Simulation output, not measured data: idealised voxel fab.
Process module heading - voxel double patterning
cross-section cut | 255 nm wide | cells 5 nm
The cross-sections in this document take the form of a grid made of square cells. They are written out as bands, in order from top to bottom. Each band consists of one or more rows of cells. Band entry format. Leading values: height of top, height of bottom, nm. Remainder: materials in left-to-right order, each with its width in nm. Special words: "all across" on a single material, which then fills the band edge to edge; "air", empty space. It should be noted that heights are counted from 0, beneath which the wafer as supplied is of one material throughout, and that the lowest band possesses no lower boundary but continues downward, as written in "0 down". Graded width ("30 to 40"): value in top row of band = first number; value in bottom row = second number; row-to-row change constant. "nothing was modified" means the step left every cell of the cross-section as it was. The label "Fully enclosed voids" introduces a list of the empty spaces, 8 cells or larger, that have no open way up to the top; each entry in it reads width x height at distance, where the distance is taken from the left edge and all three are stated in nm. Step line, after settings: the simulator's comment on this step. overlay nm: step with mask; distance mask lay right of planned place; negative value = left of planned place.
-- These are the steps we planned for the process
- 1: RECEIVE, material Si
- 2: CONFORMAL_DEP, material SiO2, thk nm 10
- 3: DIRECTIONAL_DEP, material W, thk nm 15
- 4: DIRECTIONAL_DEP, material SiCN, thk nm 5
- 5: DIRECTIONAL_DEP, material aC, thk nm 15
- 6: PATTERN, tone open, mask id FIRST, material resist, width nm 15, pitch nm 50, thk nm 30, overlay nm 0
- 7: DIRECTIONAL_ETCH, etch materials aC, depth nm 15
- 8: STRIP, etch materials resist
- 9: DIRECTIONAL_ETCH, etch materials SiCN, depth nm 5
- 10: STRIP, etch materials aC
- 11: PATTERN, tone open, mask id SECOND, material resist, width nm 15, pitch nm 50, thk nm 15, overlay nm 0
- 12: DIRECTIONAL_ETCH, etch materials SiCN, depth nm 5
- 13: STRIP, etch materials resist
- 14: DIRECTIONAL_ETCH, etch materials W, depth nm 15
- 15: STRIP, etch materials SiCN
-- So this is the incoming wafer in cross-section - it's already been through step 1
0 down = Si all across
Fully enclosed voids: none
-- Wafer cross-section at module end: first of two, run to plan
25 to 10 = W 70 nm | air 15 nm | W 10 nm | air 15 nm | W 10 nm | air 15 nm | W 10 nm | air 15 nm | W 10 nm | air 15 nm | W 70 nm
10 to 0 = SiO2 all across
0 down = Si all across
Fully enclosed voids: none
-- Second wafer cross-section at end of module - shared start and plan with the first, one mistake in the run
25 to 10 = W 70 nm | air 15 nm | W 10 nm | air 15 nm | W 10 nm | air 15 nm | W 10 nm | air 15 nm | W 10 nm | air 15 nm | W 70 nm
10 to 0 = W all across
0 down = Si all across
Fully enclosed voids: none
Where did the run depart from the plan? step 2 deviated from plan and actually ran as CONFORMAL_DEP, material W, thk nm 10
Wrapping up, a cell-based count of both wafers puts the second over or under the first for these materials: SiO2: 102 fewer, W: 102 more
